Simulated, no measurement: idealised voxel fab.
A process module follows: voxel self aligned contacts.
Each square cell in cross-section cut measures 5 nm, and the section as a whole is 250 nm wide.
In this document a cross-section is written as a grid of square cells. It is given as a series of bands, listed from the top down, and a band is one or more rows of cells.
Quick guide to a band line: top height, bottom height (nm) up front; then every material left to right with its width in nm. Only one material and it's marked "full width"? Then it fills the band edge to edge. And "empty" just means empty space.
Heights are measured from 0, the level below which the as-received wafer is all one material; the lowest band has no bottom and continues downward, written as in "0 down".
Quick explanation for "30->40": the width changes in equal steps down the rows of cells, from the first number in the band's top row to the second number in its bottom row.
Where a step carries "nothing got changed", the cross-section came out of it unchanged, cell for cell.
So "Sealed void list" is basically the list of trapped voids: any empty space of 8 cells or more that can't reach the top through an opening. They're written width x height at distance, the distance being from the left edge, and it's all nm.
Heads up: the bit after the settings on a step's line is the simulator's remark on that step.
A step line may carry the setting "overlay nm", which, for steps involving a mask, states the distance by which the mask lay to the right of its intended position; negative values denote displacement to the left.

**List of planned process steps**
- 1: RECEIVE | material Si
- 2: OXIDIZE | depth nm 5
- 3: DIRECTIONAL_DEP | material polySi | thk nm 30
- 4: DIRECTIONAL_DEP | material SiN | thk nm 20
- 5: DIRECTIONAL_DEP | material aC | thk nm 15
- 6: PATTERN | tone cover | mask id GATE | material resist | width nm 35 | pitch nm 65 | thk nm 30 | overlay nm 0
- 7: DIRECTIONAL_ETCH | etch materials aC | depth nm 15
- 8: STRIP | etch materials resist
- 9: DIRECTIONAL_ETCH | etch materials SiN | depth nm 20
- 10: DIRECTIONAL_ETCH | etch materials polySi | depth nm 30
- 11: STRIP | etch materials aC
- 12: CONFORMAL_DEP | material SiN | thk nm 5
- 13: DIRECTIONAL_ETCH | etch materials SiN | depth nm 5
- 14: FILL_DEP | material SiO2 | thk nm 20
- 15: CMP | height nm 60
- 16: DIRECTIONAL_DEP | material aC | thk nm 15
- 17: PATTERN | tone open | mask id CONTACT | material resist | width nm 40 | pitch nm 65 | thk nm 30 | overlay nm 0
- 18: DIRECTIONAL_ETCH | etch materials aC | depth nm 15
- 19: STRIP | etch materials resist
- 20: DIRECTIONAL_ETCH | etch materials SiO2 | depth nm 65
- 21: STRIP | etch materials aC
- 22: CONFORMAL_DEP | material TiN | thk nm 5
- 23: FILL_DEP | material Ru | thk nm 5
- 24: CMP | height nm 60
- 25: CONFORMAL_DEP | material SiCN | thk nm 5

**As-received wafer cross-section (after step 1)**
- 0 down | Si full width
- Sealed void list: none

**Cross-section, first of two wafers, end of module, run as planned**
- 65 to 60 | SiCN full width
- 60 to 50 | SiO2=70; TiN=5->15; Ru=30->10; TiN=5->15; SiO2=25; TiN=5->15; Ru=30->10; TiN=5->15; SiO2=75
- 50 to 30 | SiO2=35; SiN=45; TiN=5; Ru=10; TiN=5; SiN=45; TiN=5; Ru=10; TiN=5; SiN=45; SiO2=40
- 30 to 0 | SiO2=35; SiN=5; polySi=35; SiN=5; TiN=5; Ru=10; TiN=5; SiN=5; polySi=35; SiN=5; TiN=5; Ru=10; TiN=5; SiN=5; polySi=35; SiN=5; SiO2=40
- 0 to -5 | SiO2=80; TiN=20; SiO2=45; TiN=20; SiO2=85
- -5 down | Si full width
- Sealed void list: none

**Here is the second of the two wafers cut open at the end of the module - same start, same plan as the first one, but we made one mistake running it**
- 65 to 60 | SiCN full width
- 60 to 50 | SiO2=60; TiN=5->25; Ru=30->10; TiN=5; SiO2=25; TiN=5->25; Ru=30->10; TiN=5; SiO2=85
- 50 to 30 | SiO2=35; SiN=45; TiN=5; Ru=10; TiN=5; SiN=45; TiN=5; Ru=10; TiN=5; SiN=45; SiO2=40
- 30 to 0 | SiO2=35; SiN=5; polySi=35; SiN=5; TiN=5; Ru=10; TiN=5; SiN=5; polySi=35; SiN=5; TiN=5; Ru=10; TiN=5; SiN=5; polySi=35; SiN=5; SiO2=40
- 0 to -5 | SiO2=80; TiN=20; SiO2=45; TiN=20; SiO2=85
- -5 down | Si full width
- Sealed void list: none
What went wrong in running the wafer? step 17, actual vs plan mismatch, actual run PATTERN | tone open | mask id CONTACT | material resist | width nm 40 | pitch nm 65 | thk nm 30 | overlay nm -10
When the process is done, the second wafer contains the same cell count of every material as the first wafer, but distributed over other locations.
